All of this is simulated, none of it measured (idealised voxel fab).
This is a process module. Its name is voxel capacitor over wiring.
Cross-section cut: width 240 nm, square cells of 5 nm.
Cross-section format: a grid of square cells, given as bands from top to bottom; each band is one or more rows of cells.
Each band's line starts with the height of the band's top and of its bottom, in nm. Then come its materials from left to right, each with its width in nm. One material with "everywhere" fills the band from edge to edge. "air" is empty space.
For the purposes of this specification, 0 denotes the height below which the wafer in its as-received condition is composed wholly of one material, and the lowermost band, lacking a lower limit, extends downward without end, as expressed in "from 0 down".
When a width is written as two numbers, as in "30 to 40", the first number is the width in the top row of cells of the band and the second is the width in its bottom row, and the width changes by the same amount from each row to the next.
Any step labelled "nothing got changed" changed none of the cells in the cross-section.
"Cavities, sealed" - sealed voids, min. 8 cells, no opening to top; format: width x height at distance (distance from left edge; nm throughout).
If you see something after the settings on a step's line, that's the simulator's own remark about that step.
overlay nm, on a step with a mask: how far to the right of its planned place the mask lay; to the left if negative

Steps in the process plan
| 1 | RECEIVE | material Si |
| 2 | CONFORMAL_DEP | material SiO2 | thk nm 15 |
| 3 | CONFORMAL_DEP | material SiN | thk nm 5 |
| 4 | DIRECTIONAL_DEP | material SiO2 | thk nm 15 |
| 5 | MASKED_ETCH | tone open | mask id METAL_1 | width nm 20 | pitch nm 70 | etch materials SiO2 | depth nm 15 | overlay nm 0 |
| 6 | MASKED_ETCH | tone open | mask id METAL_1 | width nm 20 | pitch nm 70 | etch materials SiN | depth nm 5 | overlay nm 0 |
| 7 | CONFORMAL_DEP | material TiN | thk nm 5 |
| 8 | FILL_DEP | material W | thk nm 5 |
| 9 | CMP | height nm 35 |
| 10 | CONFORMAL_DEP | material SiCN | thk nm 5 |
| 11 | DIRECTIONAL_DEP | material SiO2 | thk nm 10 |
| 12 | PATTERN | tone open | mask id PLUG_1 | material resist | width nm 15 | thk nm 20 | overlay nm 0 |
| 13 | DIRECTIONAL_ETCH | etch materials SiO2 | depth nm 10 |
| 14 | DIRECTIONAL_ETCH | etch materials SiCN | depth nm 5 |
| 15 | STRIP | etch materials resist |
| 16 | CONFORMAL_DEP | material TiN | thk nm 5 |
| 17 | FILL_DEP | material Cu | thk nm 5 |
| 18 | CMP | height nm 50 |
| 19 | DIRECTIONAL_DEP | material TiN | thk nm 5 |
| 20 | DIRECTIONAL_DEP | material Al2O3 | thk nm 5 |
| 21 | DIRECTIONAL_DEP | material TiN | thk nm 5 |
| 22 | MASKED_ETCH | tone cover | mask id UPPER_PLATE | width nm 55 | etch materials TiN | depth nm 5 | overlay nm 0 |
| 23 | MASKED_ETCH | tone cover | mask id UPPER_PLATE | width nm 55 | etch materials Al2O3 | depth nm 5 | overlay nm 0 |
| 24 | DIRECTIONAL_DEP | material aC | thk nm 15 |
| 25 | PATTERN | tone cover | mask id LOWER_PLATE | material resist | width nm 65 | thk nm 35 | overlay nm 0 |
| 26 | DIRECTIONAL_ETCH | etch materials aC | depth nm 15 |
| 27 | STRIP | etch materials resist |
| 28 | DIRECTIONAL_ETCH | etch materials TiN | depth nm 5 |
| 29 | STRIP | etch materials aC |
| 30 | FILL_DEP | material SiO2 | thk nm 20 |
| 31 | CMP | height nm 80 |
| 32 | MASKED_ETCH | tone open | mask id PLUG_2 | width nm 15 | etch materials SiO2 | depth nm 15 | overlay nm 0 |
| 33 | CONFORMAL_DEP | material TiN | thk nm 5 |
| 34 | FILL_DEP | material Cu | thk nm 5 |
| 35 | CMP | height nm 80 |
| 36 | CONFORMAL_DEP | material SiN | thk nm 5 |

Cross-section of the wafer as it came to us, i.e., already through step 1
from 0 down | Si everywhere
Cavities, sealed: none

The plan above was carried out on the starting structure above with one mistake, and this cross-section shows the wafer at the end of the module
from 85 to 80 | SiN everywhere
from 80 to 70 | SiO2 90, TiN 5, Cu 5, TiN 5, SiO2 135
from 70 to 65 | SiO2 90, TiN 15, SiO2 135
from 65 to 60 | SiO2 everywhere
from 60 to 55 | SiO2 80, Al2O3 55, SiO2 105
from 55 to 50 | TiN 75, SiO2 5, TiN 55, SiO2 5, TiN 100
from 50 to 40 | SiO2 80, TiN 5, Cu 5, TiN 5, SiO2 145
from 40 to 35 | SiCN 80, TiN 15, SiCN 145
from 35 to 20 | SiO2 75, TiN 5, W 10, TiN 5, SiO2 50, TiN 5, W 10, TiN 5, SiO2 75
from 20 to 15 | SiN 75, TiN 20, SiN 50, TiN 20, SiN 75
from 15 to 0 | SiO2 everywhere
from 0 down | Si everywhere
Cavities, sealed: none
Error vs. plan: step 25 ran differently from the plan; actual operation with settings: PATTERN | tone open | mask id LOWER_PLATE | material resist | width nm 65 | thk nm 35 | overlay nm 0
